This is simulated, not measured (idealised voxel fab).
Title: Process Module voxel transistor to metal
Xsec cut, 165 nm wide, square cell size 5 nm.
Notation: cross-section as square-cell grid; stated in bands, top first, going down; one or more cell rows per band.
Within each band entry, the heights of the top and of the bottom of the band appear first, in that order and in nm; the materials of the band then follow from left to right, each with its corresponding width in nm. The designation "all across" on a single material indicates that it fills the band from edge to edge; the designation "blank" indicates empty space.
Height 0 is the level under which the wafer as received is all one material. The lowest band goes on downwards, as in "0 -> down".
Per-row width for "30..40": begins at first number (top row of band), ends at second number (bottom row), increment between rows held constant.
It should be understood that the words "same as before", when stated for a given step, signify that the cross-section underwent no change in any of its cells during that step.
"Enclosed void inventory": empty spaces of 8 cells or more with no open way to the top, each given as width x height at distance, distance from the left edge, all in nm.
On each step's line, the part that comes after the settings is the simulator's own comment on the step.
overlay nm: where the mask lay relative to plan, measured to the right, on steps with a mask; negatives go left.
Read each pair as before and after one process step. The after cross-section shows only down to the lowest band that changed. The step between them and its settings are given below the pair. Pairs can come from different runs of this module on the same starting wafer. A pair continues from the pair above only where its "Pre-processing view" entry says so.
## Pre-processing view
> 0 -> down  Si all across
> Enclosed void inventory: none
## Result of Step
> 5 -> 0  SiO2 all across
> Lower than 0, everything is as it was.
> Enclosed void inventory: none
The process step separating the two cross-sections depicted above is as follows: CONFORMAL_DEP with material SiO2, thk nm 5
Pre-processing view: The pre-step condition corresponds to the post-step cross-section depicted in the pair directly above.
## Result of Step
> 20 -> 5  SiN all across
> Lower than 5, everything is as it was.
> Enclosed void inventory: none
The process step separating the two cross-sections depicted above is as follows: CONFORMAL_DEP with material SiN, thk nm 15
Pre-processing view: The pre-step condition corresponds to the post-step cross-section depicted in the pair directly above.
## Result of Step
> 30 -> 20  aC all across
> Lower than 20, everything is as it was.
> Enclosed void inventory: none
The process step separating the two cross-sections depicted above is as follows: DIRECTIONAL_DEP with material aC, thk nm 10
Pre-processing view: The pre-step condition corresponds to the post-step cross-section depicted in the pair directly above.
## Result of Step
> 60 -> 30  blank (30)  resist (105)  blank (30)
> Lower than 30, everything is as it was.
> Enclosed void inventory: none
The process step separating the two cross-sections depicted above is as follows: PATTERN with tone cover, mask id ACTIVE, material resist, width nm 105, thk nm 30, overlay nm 0
Pre-processing view: The pre-step condition corresponds to the post-step cross-section depicted in the pair directly above.
## Result of Step
> 50 -> 30  blank (30)  resist (105)  blank (30)
> 30 -> 20  blank (30)  aC (105)  blank (30)
> Lower than 20, everything is as it was.
> Enclosed void inventory: none
The process step separating the two cross-sections depicted above is as follows: DIRECTIONAL_ETCH with etch materials aC, depth nm 10
Pre-processing view: The pre-step condition corresponds to the post-step cross-section depicted in the pair directly above.
## Result of Step
> 30 -> 20  blank (30)  aC (105)  blank (30)
> Lower than 20, everything is as it was.
> Enclosed void inventory: none
The process step separating the two cross-sections depicted above is as follows: STRIP with etch materials resist
Pre-processing view: The pre-step condition corresponds to the post-step cross-section depicted in the pair directly above.
## Result of Step
> 30 -> 20  blank (30)  aC (105)  blank (30)
> 20 -> 5  blank (30)  SiN (105)  blank (30)
> Lower than 5, everything is as it was.
> Enclosed void inventory: none
The process step separating the two cross-sections depicted above is as follows: DIRECTIONAL_ETCH with etch materials SiN, depth nm 15
Pre-processing view: The pre-step condition corresponds to the post-step cross-section depicted in the pair directly above.
## Result of Step
> 30 -> 20  blank (30)  aC (105)  blank (30)
> 20 -> 5  blank (30)  SiN (105)  blank (30)
> 5 -> 0  blank (30)  SiO2 (105)  blank (30)
> Lower than 0, everything is as it was.
> Enclosed void inventory: none
The process step separating the two cross-sections depicted above is as follows: DIRECTIONAL_ETCH with etch materials SiO2, depth nm 5
Pre-processing view: The pre-step condition corresponds to the post-step cross-section depicted in the pair directly above.
## Result of Step
> 30 -> 20  blank (30)  aC (105)  blank (30)
> 20 -> 5  blank (30)  SiN (105)  blank (30)
> 5 -> 0  blank (30)  SiO2 (105)  blank (30)
> 0 -> -30  blank (30)  Si (105)  blank (30)
> Lower than -30, everything is as it was.
> Enclosed void inventory: none
The process step separating the two cross-sections depicted above is as follows: DIRECTIONAL_ETCH with etch materials Si, depth nm 30
Pre-processing view: The pre-step condition corresponds to the post-step cross-section depicted in the pair directly above.
## Result of Step
> 20 -> 5  blank (30)  SiN (105)  blank (30)
> Lower than 5, everything is as it was.
> Enclosed void inventory: none
The process step separating the two cross-sections depicted above is as follows: STRIP with etch materials aC
Pre-processing view: The pre-step condition corresponds to the post-step cross-section depicted in the pair directly above.
## Result of Step
> 20 -> 5  blank (30)  SiN (105)  blank (30)
> 5 -> 0  blank (30)  SiO2 (105)  blank (30)
> 0 -> -30  blank (30)  SiO2 (5)  Si (95)  SiO2 (5)  blank (30)
> -30 -> -35  SiO2 (35)  Si (95)  SiO2 (35)
> Lower than -35, everything is as it was.
> Enclosed void inventory: none
The process step separating the two cross-sections depicted above is as follows: OXIDIZE with depth nm 5
Pre-processing view: The pre-step condition corresponds to the post-step cross-section depicted in the pair directly above.
## Result of Step
> 30 -> 20  SiO2 all across
> 20 -> 5  SiO2 (30)  SiN (105)  SiO2 (30)
> 5 -> 0  SiO2 all across
> 0 -> -35  SiO2 (35)  Si (95)  SiO2 (35)
> Lower than -35, everything is as it was.
> Enclosed void inventory: none
The process step separating the two cross-sections depicted above is as follows: FILL_DEP with material SiO2, thk nm 10
Pre-processing view: The pre-step condition corresponds to the post-step cross-section depicted in the pair directly above.
## Result of Step
> 20 -> 5  SiO2 (30)  SiN (105)  SiO2 (30)
> Lower than 5, everything is as it was.
> Enclosed void inventory: none
The process step separating the two cross-sections depicted above is as follows: CMP with height nm 20
Pre-processing view: The pre-step condition corresponds to the post-step cross-section depicted in the pair directly above.
## Result of Step
> 20 -> 10  blank (30)  SiN (105)  blank (30)
> Lower than 10, everything is as it was.
> Enclosed void inventory: none
The process step separating the two cross-sections depicted above is as follows: SELECTIVE_ETCH with etch materials SiO2, depth nm 10
Pre-processing view: The pre-step condition corresponds to the post-step cross-section depicted in the pair directly above.
## Result of Step
> 10 -> 5  SiO2 (30)  blank (105)  SiO2 (30)
> Lower than 5, everything is as it was.
> Enclosed void inventory: none
The process step separating the two cross-sections depicted above is as follows: STRIP with etch materials SiN
Pre-processing view: The pre-step condition corresponds to the post-step cross-section depicted in the pair directly above.
## Result of Step
> 5 -> 0  SiO2 (25)  blank (115)  SiO2 (25)
> Lower than 0, everything is as it was.
> Enclosed void inventory: none
The process step separating the two cross-sections depicted above is as follows: SELECTIVE_ETCH with etch materials SiO2, depth nm 5
Pre-processing view: The pre-step condition corresponds to the post-step cross-section depicted in the pair directly above.
## Result of Step
> 5 -> 0  SiO2 (25)  blank (115)  SiO2 (25)
> 0 -> -5  SiO2 all across
> Lower than -5, everything is as it was.
> Enclosed void inventory: none
The process step separating the two cross-sections depicted above is as follows: OXIDIZE with depth nm 5
Pre-processing view: The pre-step condition corresponds to the post-step cross-section depicted in the pair directly above.
## Result of Step
> 25 -> 20  polySi (25)  blank (115)  polySi (25)
> 20 -> 5  polySi all across
> 5 -> 0  SiO2 (25)  polySi (115)  SiO2 (25)
> Lower than 0, everything is as it was.
> Enclosed void inventory: none
The process step separating the two cross-sections depicted above is as follows: DIRECTIONAL_DEP with material polySi, thk nm 20
Pre-processing view: The pre-step condition corresponds to the post-step cross-section depicted in the pair directly above.
## Result of Step
> 35 -> 30  SiCN (25)  blank (115)  SiCN (25)
> 30 -> 25  SiCN all across
> 25 -> 20  polySi (25)  SiCN (115)  polySi (25)
> Lower than 20, everything is as it was.
> Enclosed void inventory: none
The process step separating the two cross-sections depicted above is as follows: DIRECTIONAL_DEP with material SiCN, thk nm 10
Pre-processing view: The pre-step condition corresponds to the post-step cross-section depicted in the pair directly above.
## Result of Step
> 55 -> 35  blank (65)  resist (35)  blank (65)
> 35 -> 30  SiCN (25)  blank (40)  resist (35)  blank (40)  SiCN (25)
> Lower than 30, everything is as it was.
> Enclosed void inventory: none
The process step separating the two cross-sections depicted above is as follows: PATTERN with tone cover, mask id GATE, material resist, width nm 35, thk nm 20, overlay nm 0
Pre-processing view: The pre-step condition corresponds to the post-step cross-section depicted in the pair directly above.
## Result of Step
> 55 -> 30  blank (65)  resist (35)  blank (65)
> 30 -> 25  blank (65)  SiCN (35)  blank (65)
> 25 -> 20  polySi (25)  blank (40)  SiCN (35)  blank (40)  polySi (25)
> Lower than 20, everything is as it was.
> Enclosed void inventory: none
The process step separating the two cross-sections depicted above is as follows: DIRECTIONAL_ETCH with etch materials SiCN, depth nm 20
Pre-processing view: The pre-step condition corresponds to the post-step cross-section depicted in the pair directly above.
## Result of Step
> 55 -> 30  blank (65)  resist (35)  blank (65)
> 30 -> 20  blank (65)  SiCN (35)  blank (65)
> 20 -> 5  blank (65)  polySi (35)  blank (65)
> 5 -> 0  SiO2 (25)  blank (40)  polySi (35)  blank (40)  SiO2 (25)
> Lower than 0, everything is as it was.
> Enclosed void inventory: none
The process step separating the two cross-sections depicted above is as follows: DIRECTIONAL_ETCH with etch materials polySi, depth nm 30
Pre-processing view: The pre-step condition corresponds to the post-step cross-section depicted in the pair directly above.
## Result of Step
> 30 -> 20  blank (65)  SiCN (35)  blank (65)
> Lower than 20, everything is as it was.
> Enclosed void inventory: none
The process step separating the two cross-sections depicted above is as follows: STRIP with etch materials resist
Pre-processing view: The pre-step condition corresponds to the post-step cross-section depicted in the pair directly above.
## Result of Step
> 35 -> 30  blank (60)  SiO2 (45)  blank (60)
> 30 -> 20  blank (60)  SiO2 (5)  SiCN (35)  SiO2 (5)  blank (60)
> 20 -> 10  blank (60)  SiO2 (5)  polySi (35)  SiO2 (5)  blank (60)
> 10 -> 5  SiO2 (30)  blank (30)  SiO2 (5)  polySi (35)  SiO2 (5)  blank (30)  SiO2 (30)
> 5 -> 0  SiO2 (65)  polySi (35)  SiO2 (65)
> Lower than 0, everything is as it was.
> Enclosed void inventory: none
The process step separating the two cross-sections depicted above is as follows: CONFORMAL_DEP with material SiO2, thk nm 5
Pre-processing view: The pre-step condition corresponds to the post-step cross-section depicted in the pair directly above.
## Result of Step
> 30 -> 20  blank (60)  SiO2 (5)  SiCN (35)  SiO2 (5)  blank (60)
> 20 -> 5  blank (60)  SiO2 (5)  polySi (35)  SiO2 (5)  blank (60)
> 5 -> 0  SiO2 (30)  blank (30)  SiO2 (5)  polySi (35)  SiO2 (5)  blank (30)  SiO2 (30)
> Lower than 0, everything is as it was.
> Enclosed void inventory: none
The process step separating the two cross-sections depicted above is as follows: DIRECTIONAL_ETCH with etch materials SiO2, depth nm 5
Pre-processing view: The pre-step condition corresponds to the post-step cross-section depicted in the pair directly above.
## Result of Step
> 40 -> 30  blank (50)  SiN (65)  blank (50)
> 30 -> 20  blank (50)  SiN (10)  SiO2 (5)  SiCN (35)  SiO2 (5)  SiN (10)  blank (50)
> 20 -> 15  blank (50)  SiN (10)  SiO2 (5)  polySi (35)  SiO2 (5)  SiN (10)  blank (50)
> 15 -> 10  SiN (40)  blank (10)  SiN (10)  SiO2 (5)  polySi (35)  SiO2 (5)  SiN (10)  blank (10)  SiN (40)
> 10 -> 5  SiN (60)  SiO2 (5)  polySi (35)  SiO2 (5)  SiN (60)
> 5 -> 0  SiO2 (30)  SiN (30)  SiO2 (5)  polySi (35)  SiO2 (5)  SiN (30)  SiO2 (30)
> Lower than 0, everything is as it was.
> Enclosed void inventory: none
The process step separating the two cross-sections depicted above is as follows: CONFORMAL_DEP with material SiN, thk nm 10
Pre-processing view: The pre-step condition corresponds to the post-step cross-section depicted in the pair directly above.
## Result of Step
> 30 -> 20  blank (50)  SiN (10)  SiO2 (5)  SiCN (35)  SiO2 (5)  SiN (10)  blank (50)
> 20 -> 5  blank (50)  SiN (10)  SiO2 (5)  polySi (35)  SiO2 (5)  SiN (10)  blank (50)
> 5 -> 0  SiO2 (30)  SiN (10)  blank (10)  SiN (10)  SiO2 (5)  polySi (35)  SiO2 (5)  SiN (10)  blank (10)  SiN (10)  SiO2 (30)
> Lower than 0, everything is as it was.
> Enclosed void inventory: none
The process step separating the two cross-sections depicted above is as follows: DIRECTIONAL_ETCH with etch materials SiN, depth nm 10
Pre-processing view: The pre-step condition corresponds to the post-step cross-section depicted in the pair directly above.
## Result of Step
> 30 -> 25  blank (50)  SiN (10)  blank (5)  SiCN (35)  blank (5)  SiN (10)  blank (50)
> 25 -> 20  blank (50)  SiN (10)  SiO2 (5)  SiCN (35)  SiO2 (5)  SiN (10)  blank (50)
> 20 -> 5  blank (50)  SiN (10)  SiO2 (5)  polySi (35)  SiO2 (5)  SiN (10)  blank (50)
> 5 -> 0  blank (30)  SiN (10)  blank (10)  SiN (10)  SiO2 (5)  polySi (35)  SiO2 (5)  SiN (10)  blank (10)  SiN (10)  blank (30)
> 0 -> -5  SiO2 (40)  blank (10)  SiO2 (65)  blank (10)  SiO2 (40)
> Lower than -5, everything is as it was.
> Enclosed void inventory: none
The process step separating the two cross-sections depicted above is as follows: DIRECTIONAL_ETCH with etch materials SiO2, depth nm 5
Pre-processing view: The pre-step condition corresponds to the post-step cross-section depicted in the pair directly above.
## Result of Step
> 30 -> 25  blank (50)  SiN (10)  blank (5)  SiCN (35)  blank (5)  SiN (10)  blank (50)
> 25 -> 20  blank (50)  SiN (10)  SiO2 (5)  SiCN (35)  SiO2 (5)  SiN (10)  blank (50)
> 20 -> 5  blank (50)  SiN (10)  SiO2 (5)  polySi (35)  SiO2 (5)  SiN (10)  blank (50)
> 5 -> 0  blank (30)  SiN (10)  blank (10)  SiN (10)  SiO2 (5)  polySi (35)  SiO2 (5)  SiN (10)  blank (10)  SiN (10)  blank (30)
> 0 -> -5  SiO2 (40)  blank (10)  SiO2 (65)  blank (10)  SiO2 (40)
> -5 -> -10  SiO2 (35)  Si (5)  blank (10)  Si (65)  blank (10)  Si (5)  SiO2 (35)
> Lower than -10, everything is as it was.
> Enclosed void inventory: none
The process step separating the two cross-sections depicted above is as follows: DIRECTIONAL_ETCH with etch materials Si, depth nm 5
Pre-processing view: The pre-step condition corresponds to the post-step cross-section depicted in the pair directly above.
## Result of Step
> 30 -> 25  blank (50)  SiN (10)  blank (5)  SiCN (35)  blank (5)  SiN (10)  blank (50)
> 25 -> 20  blank (50)  SiN (10)  SiO2 (5)  SiCN (35)  SiO2 (5)  SiN (10)  blank (50)
> 20 -> 5  blank (50)  SiN (10)  SiO2 (5)  polySi (35)  SiO2 (5)  SiN (10)  blank (50)
> 5 -> 0  blank (30)  SiN (10)  blank (10)  SiN (10)  SiO2 (5)  polySi (35)  SiO2 (5)  SiN (10)  blank (10)  SiN (10)  blank (30)
> 0 -> -5  SiO2 (40)  pSi (10)  SiO2 (65)  pSi (10)  SiO2 (40)
> -5 -> -10  SiO2 (35)  Si (5)  pSi (10)  Si (65)  pSi (10)  Si (5)  SiO2 (35)
> Lower than -10, everything is as it was.
> Enclosed void inventory: none
The process step separating the two cross-sections depicted above is as follows: EPI with material pSi, thk nm 5
Pre-processing view: The pre-step condition corresponds to the post-step cross-section depicted in the pair directly above.
## Result of Step
> 40 -> 30  SiO2 all across
> 30 -> 20  SiO2 (50)  SiN (10)  SiO2 (5)  SiCN (35)  SiO2 (5)  SiN (10)  SiO2 (50)
> 20 -> 5  SiO2 (50)  SiN (10)  SiO2 (5)  polySi (35)  SiO2 (5)  SiN (10)  SiO2 (50)
> 5 -> 0  SiO2 (30)  SiN (10)  SiO2 (10)  SiN (10)  SiO2 (5)  polySi (35)  SiO2 (5)  SiN (10)  SiO2 (10)  SiN (10)  SiO2 (30)
> Lower than 0, everything is as it was.
> Enclosed void inventory: none
The process step separating the two cross-sections depicted above is as follows: FILL_DEP with material SiO2, thk nm 10
Pre-processing view: The pre-step condition corresponds to the post-step cross-section depicted in the pair directly above.
## Result of Step
> 20 -> 5  SiO2 (50)  SiN (10)  SiO2 (5)  polySi (35)  SiO2 (5)  SiN (10)  SiO2 (50)
> Lower than 5, everything is as it was.
> Enclosed void inventory: none
The process step separating the two cross-sections depicted above is as follows: CMP with height nm 20
Pre-processing view: The pre-step condition corresponds to the post-step cross-section depicted in the pair directly above.
## Result of Step
> 20 -> 5  SiO2 (50)  SiN (10)  SiO2 (5)  blank (35)  SiO2 (5)  SiN (10)  SiO2 (50)
> 5 -> 0  SiO2 (30)  SiN (10)  SiO2 (10)  SiN (10)  SiO2 (5)  blank (35)  SiO2 (5)  SiN (10)  SiO2 (10)  SiN (10)  SiO2 (30)
> Lower than 0, everything is as it was.
> Enclosed void inventory: none
The process step separating the two cross-sections depicted above is as follows: STRIP with etch materials polySi
Pre-processing view: The pre-step condition corresponds to the post-step cross-section depicted in the pair directly above.
## Result of Step
> 20 -> 15  blank (50)  SiN (10)  blank (45)  SiN (10)  blank (50)
> 15 -> 5  SiO2 (50)  SiN (10)  blank (45)  SiN (10)  SiO2 (50)
> 5 -> 0  SiO2 (30)  SiN (10)  SiO2 (10)  SiN (10)  blank (45)  SiN (10)  SiO2 (10)  SiN (10)  SiO2 (30)
> 0 -> -5  SiO2 (40)  pSi (10)  SiO2 (10)  blank (45)  SiO2 (10)  pSi (10)  SiO2 (40)
> Lower than -5, everything is as it was.
> Enclosed void inventory: none
The process step separating the two cross-sections depicted above is as follows: SELECTIVE_ETCH with etch materials SiO2, depth nm 5
Pre-processing view: The pre-step condition corresponds to the post-step cross-section depicted in the pair directly above.
## Result of Step
> 25 -> 20  blank (45)  HfO2 (20)  blank (35)  HfO2 (20)  blank (45)
> 20 -> 15  HfO2 (50)  SiN (10)  HfO2 (5)  blank (35)  HfO2 (5)  SiN (10)  HfO2 (50)
> 15 -> 5  SiO2 (50)  SiN (10)  HfO2 (5)  blank (35)  HfO2 (5)  SiN (10)  SiO2 (50)
> 5 -> 0  SiO2 (30)  SiN (10)  SiO2 (10)  SiN (10)  HfO2 (5)  blank (35)  HfO2 (5)  SiN (10)  SiO2 (10)  SiN (10)  SiO2 (30)
> 0 -> -5  SiO2 (40)  pSi (10)  SiO2 (10)  HfO2 (45)  SiO2 (10)  pSi (10)  SiO2 (40)
> Lower than -5, everything is as it was.
> Enclosed void inventory: none
The process step separating the two cross-sections depicted above is as follows: CONFORMAL_DEP with material HfO2, thk nm 5
Pre-processing view: The pre-step condition corresponds to the post-step cross-section depicted in the pair directly above.
## Result of Step
> 30 -> 25  blank (40)  TiN (30)  blank (25)  TiN (30)  blank (40)
> 25 -> 20  TiN (45)  HfO2 (20)  TiN (5)  blank (25)  TiN (5)  HfO2 (20)  TiN (45)
> 20 -> 15  HfO2 (50)  SiN (10)  HfO2 (5)  TiN (5)  blank (25)  TiN (5)  HfO2 (5)  SiN (10)  HfO2 (50)
> 15 -> 5  SiO2 (50)  SiN (10)  HfO2 (5)  TiN (5)  blank (25)  TiN (5)  HfO2 (5)  SiN (10)  SiO2 (50)
> 5 -> 0  SiO2 (30)  SiN (10)  SiO2 (10)  SiN (10)  HfO2 (5)  TiN (35)  HfO2 (5)  SiN (10)  SiO2 (10)  SiN (10)  SiO2 (30)
> Lower than 0, everything is as it was.
> Enclosed void inventory: none
The process step separating the two cross-sections depicted above is as follows: CONFORMAL_DEP with material TiN, thk nm 5
Pre-processing view: The pre-step condition corresponds to the post-step cross-section depicted in the pair directly above.
## Result of Step
> 40 -> 30  W all across
> 30 -> 25  W (40)  TiN (30)  W (25)  TiN (30)  W (40)
> 25 -> 20  TiN (45)  HfO2 (20)  TiN (5)  W (25)  TiN (5)  HfO2 (20)  TiN (45)
> 20 -> 15  HfO2 (50)  SiN (10)  HfO2 (5)  TiN (5)  W (25)  TiN (5)  HfO2 (5)  SiN (10)  HfO2 (50)
> 15 -> 5  SiO2 (50)  SiN (10)  HfO2 (5)  TiN (5)  W (25)  TiN (5)  HfO2 (5)  SiN (10)  SiO2 (50)
> Lower than 5, everything is as it was.
> Enclosed void inventory: none
The process step separating the two cross-sections depicted above is as follows: FILL_DEP with material W, thk nm 10
Pre-processing view: The pre-step condition corresponds to the post-step cross-section depicted in the pair directly above.
## Result of Step
> 15 -> 5  SiO2 (50)  SiN (10)  HfO2 (5)  TiN (5)  W (25)  TiN (5)  HfO2 (5)  SiN (10)  SiO2 (50)
> Lower than 5, everything is as it was.
> Enclosed void inventory: none
The process step separating the two cross-sections depicted above is as follows: CMP with height nm 15
Pre-processing view: The pre-step condition corresponds to the post-step cross-section depicted in the pair directly above.
## Result of Step
> 30 -> 15  SiO2 all across
> Lower than 15, everything is as it was.
> Enclosed void inventory: none
The process step separating the two cross-sections depicted above is as follows: DIRECTIONAL_DEP with material SiO2, thk nm 15
Pre-processing view: The pre-step condition corresponds to the post-step cross-section depicted in the pair directly above.
## Result of Step
> 40 -> 30  aC all across
> Lower than 30, everything is as it was.
> Enclosed void inventory: none
The process step separating the two cross-sections depicted above is as follows: DIRECTIONAL_DEP with material aC, thk nm 10
Pre-processing view: The pre-step condition corresponds to the post-step cross-section depicted in the pair directly above.
## Result of Step
> 70 -> 40  resist (35)  blank (15)  resist (65)  blank (15)  resist (35)
> Lower than 40, everything is as it was.
> Enclosed void inventory: none
The process step separating the two cross-sections depicted above is as follows: PATTERN with tone open, mask id CONTACT, material resist, width nm 15, pitch nm 80, thk nm 30, overlay nm 0
Pre-processing view: The pre-step condition corresponds to the post-step cross-section depicted in the pair directly above.
## Result of Step
> 60 -> 40  resist (35)  blank (15)  resist (65)  blank (15)  resist (35)
> 40 -> 30  aC (35)  blank (15)  aC (65)  blank (15)  aC (35)
> Lower than 30, everything is as it was.
> Enclosed void inventory: none
The process step separating the two cross-sections depicted above is as follows: DIRECTIONAL_ETCH with etch materials aC, depth nm 10
Pre-processing view: The pre-step condition corresponds to the post-step cross-section depicted in the pair directly above.
## Result of Step
> 40 -> 30  aC (35)  blank (15)  aC (65)  blank (15)  aC (35)
> Lower than 30, everything is as it was.
> Enclosed void inventory: none
The process step separating the two cross-sections depicted above is as follows: STRIP with etch materials resist
Pre-processing view: The pre-step condition corresponds to the post-step cross-section depicted in the pair directly above.
## Result of Step
> 40 -> 30  aC (35)  blank (15)  aC (65)  blank (15)  aC (35)
> 30 -> 15  SiO2 (35)  blank (15)  SiO2 (65)  blank (15)  SiO2 (35)
> 15 -> 5  SiO2 (35)  blank (15)  SiN (10)  HfO2 (5)  TiN (5)  W (25)  TiN (5)  HfO2 (5)  SiN (10)  blank (15)  SiO2 (35)
> 5 -> 0  SiO2 (30)  SiN (10)  blank (10)  SiN (10)  HfO2 (5)  TiN (35)  HfO2 (5)  SiN (10)  blank (10)  SiN (10)  SiO2 (30)
> Lower than 0, everything is as it was.
> Enclosed void inventory: none
The process step separating the two cross-sections depicted above is as follows: DIRECTIONAL_ETCH with etch materials SiO2, depth nm 30
Pre-processing view: The pre-step condition corresponds to the post-step cross-section depicted in the pair directly above.
## Result of Step
> 30 -> 15  SiO2 (35)  blank (15)  SiO2 (65)  blank (15)  SiO2 (35)
> Lower than 15, everything is as it was.
> Enclosed void inventory: none
The process step separating the two cross-sections depicted above is as follows: STRIP with etch materials aC
Pre-processing view: The pre-step condition corresponds to the post-step cross-section depicted in the pair directly above.
## Result of Step
> 35 -> 30  TiN (40)  blank (5)  TiN (75)  blank (5)  TiN (40)
> 30 -> 15  SiO2 (35)  TiN (5)  blank (5)  TiN (5)  SiO2 (65)  TiN (5)  blank (5)  TiN (5)  SiO2 (35)
> 15 -> 10  SiO2 (35)  TiN (5)  blank (5)  TiN (5)  SiN (10)  HfO2 (5)  TiN (5)  W (25)  TiN (5)  HfO2 (5)  SiN (10)  TiN (5)  blank (5)  TiN (5)  SiO2 (35)
> 10 -> 5  SiO2 (35)  TiN (15)  SiN (10)  HfO2 (5)  TiN (5)  W (25)  TiN (5)  HfO2 (5)  SiN (10)  TiN (15)  SiO2 (35)
> 5 -> 0  SiO2 (30)  SiN (10)  TiN (10)  SiN (10)  HfO2 (5)  TiN (35)  HfO2 (5)  SiN (10)  TiN (10)  SiN (10)  SiO2 (30)
> Lower than 0, everything is as it was.
> Enclosed void inventory: none
The process step separating the two cross-sections depicted above is as follows: CONFORMAL_DEP with material TiN, thk nm 5
Pre-processing view: The pre-step condition corresponds to the post-step cross-section depicted in the pair directly above.
## Result of Step
> 40 -> 35  Ru all across
> 35 -> 30  TiN (40)  Ru (5)  TiN (75)  Ru (5)  TiN (40)
> 30 -> 15  SiO2 (35)  TiN (5)  Ru (5)  TiN (5)  SiO2 (65)  TiN (5)  Ru (5)  TiN (5)  SiO2 (35)
> 15 -> 10  SiO2 (35)  TiN (5)  Ru (5)  TiN (5)  SiN (10)  HfO2 (5)  TiN (5)  W (25)  TiN (5)  HfO2 (5)  SiN (10)  TiN (5)  Ru (5)  TiN (5)  SiO2 (35)
> Lower than 10, everything is as it was.
> Enclosed void inventory: none
The process step separating the two cross-sections depicted above is as follows: FILL_DEP with material Ru, thk nm 5
Pre-processing view: The pre-step condition corresponds to the post-step cross-section depicted in the pair directly above.
## Result of Step
> 30 -> 15  SiO2 (35)  TiN (5)  Ru (5)  TiN (5)  SiO2 (65)  TiN (5)  Ru (5)  TiN (5)  SiO2 (35)
> Lower than 15, everything is as it was.
> Enclosed void inventory: none
The process step separating the two cross-sections depicted above is as follows: CMP with height nm 30
Pre-processing view: The pre-step condition corresponds to the post-step cross-section depicted in the pair directly above.
## Result of Step
> 35 -> 30  TiN all across
> Lower than 30, everything is as it was.
> Enclosed void inventory: none
The process step separating the two cross-sections depicted above is as follows: DIRECTIONAL_DEP with material TiN, thk nm 5
Pre-processing view: The pre-step condition corresponds to the post-step cross-section depicted in the pair directly above.
## Result of Step
> 55 -> 35  Ru all across
> Lower than 35, everything is as it was.
> Enclosed void inventory: none
The process step separating the two cross-sections depicted above is as follows: DIRECTIONAL_DEP with material Ru, thk nm 20
Pre-processing view: The pre-step condition corresponds to the post-step cross-section depicted in the pair directly above.
## Result of Step
> 55 -> 35  blank (35)  Ru (15)  blank (65)  Ru (15)  blank (35)
> Lower than 35, everything is as it was.
> Enclosed void inventory: none
The process step separating the two cross-sections depicted above is as follows: MASKED_ETCH with tone cover, mask id METAL_1, width nm 15, pitch nm 80, etch materials Ru, depth nm 20, overlay nm 0
Pre-processing view: The pre-step condition corresponds to the post-step cross-section depicted in the pair directly above.
## Result of Step
> 55 -> 35  blank (35)  Ru (15)  blank (65)  Ru (15)  blank (35)
> 35 -> 30  blank (35)  TiN (15)  blank (65)  TiN (15)  blank (35)
> Lower than 30, everything is as it was.
> Enclosed void inventory: none
The process step separating the two cross-sections depicted above is as follows: MASKED_ETCH with tone cover, mask id METAL_1, width nm 15, pitch nm 80, etch materials TiN, depth nm 5, overlay nm 0
Pre-processing view: The pre-step condition corresponds to the post-step cross-section depicted in the pair directly above.
## Result of Step
> 60 -> 55  blank (30)  SiN (25)  blank (55)  SiN (25)  blank (30)
> 55 -> 35  blank (30)  SiN (5)  Ru (15)  SiN (5)  blank (55)  SiN (5)  Ru (15)  SiN (5)  blank (30)
> 35 -> 30  SiN (35)  TiN (15)  SiN (65)  TiN (15)  SiN (35)
> Lower than 30, everything is as it was.
> Enclosed void inventory: none
The process step separating the two cross-sections depicted above is as follows: CONFORMAL_DEP with material SiN, thk nm 5
Pre-processing view: The pre-step condition corresponds to the post-step cross-section depicted in the pair directly above.
## Result of Step
> 70 -> 60  lowk all across
> 60 -> 55  lowk (30)  SiN (25)  lowk (55)  SiN (25)  lowk (30)
> 55 -> 35  lowk (30)  SiN (5)  Ru (15)  SiN (5)  lowk (55)  SiN (5)  Ru (15)  SiN (5)  lowk (30)
> Lower than 35, everything is as it was.
> Enclosed void inventory: none
The process step separating the two cross-sections depicted above is as follows: FILL_DEP with material lowk, thk nm 10
Pre-processing view: The pre-step condition corresponds to the post-step cross-section depicted in the pair directly above.
## Result of Step
> 55 -> 35  lowk (30)  SiN (5)  Ru (15)  SiN (5)  lowk (55)  SiN (5)  Ru (15)  SiN (5)  lowk (30)
> Lower than 35, everything is as it was.
> Enclosed void inventory: none
The process step separating the two cross-sections depicted above is as follows: CMP with height nm 55
Pre-processing view: The pre-step condition corresponds to the post-step cross-section depicted in the pair directly above.
## Result of Step
> 60 -> 55  SiCN all across
> Lower than 55, everything is as it was.
> Enclosed void inventory: none
The process step separating the two cross-sections depicted above is as follows: CONFORMAL_DEP with material SiCN, thk nm 5
Pre-processing view: The pre-step condition corresponds to the post-step cross-section depicted in the pair directly above.
## Result of Step
> 85 -> 60  SiO2 all across
> Lower than 60, everything is as it was.
> Enclosed void inventory: none
The process step separating the two cross-sections depicted above is as follows: DIRECTIONAL_DEP with material SiO2, thk nm 25
Pre-processing view: The pre-step condition corresponds to the post-step cross-section depicted in the pair directly above.
## Result of Step
> 95 -> 85  aC all across
> Lower than 85, everything is as it was.
> Enclosed void inventory: none
The process step separating the two cross-sections depicted above is as follows: DIRECTIONAL_DEP with material aC, thk nm 10
Pre-processing view: The pre-step condition corresponds to the post-step cross-section depicted in the pair directly above.
## Result of Step
> 120 -> 95  resist (35)  blank (15)  resist (65)  blank (15)  resist (35)
> Lower than 95, everything is as it was.
> Enclosed void inventory: none
The process step separating the two cross-sections depicted above is as follows: PATTERN with tone open, mask id METAL_2, material resist, width nm 15, pitch nm 80, thk nm 25, overlay nm 0
Pre-processing view: The pre-step condition corresponds to the post-step cross-section depicted in the pair directly above.
## Result of Step
> 110 -> 95  resist (35)  blank (15)  resist (65)  blank (15)  resist (35)
> 95 -> 85  aC (35)  blank (15)  aC (65)  blank (15)  aC (35)
> Lower than 85, everything is as it was.
> Enclosed void inventory: none
The process step separating the two cross-sections depicted above is as follows: DIRECTIONAL_ETCH with etch materials aC, depth nm 10
Pre-processing view: The pre-step condition corresponds to the post-step cross-section depicted in the pair directly above.
## Result of Step
> 95 -> 85  aC (35)  blank (15)  aC (65)  blank (15)  aC (35)
> Lower than 85, everything is as it was.
> Enclosed void inventory: none
The process step separating the two cross-sections depicted above is as follows: STRIP with etch materials resist
Pre-processing view: The pre-step condition corresponds to the post-step cross-section depicted in the pair directly above.
## Result of Step
> 95 -> 85  aC (35)  blank (15)  aC (65)  blank (15)  aC (35)
> 85 -> 70  SiO2 (35)  blank (15)  SiO2 (65)  blank (15)  SiO2 (35)
> Lower than 70, everything is as it was.
> Enclosed void inventory: none
The process step separating the two cross-sections depicted above is as follows: DIRECTIONAL_ETCH with etch materials SiO2, depth nm 15
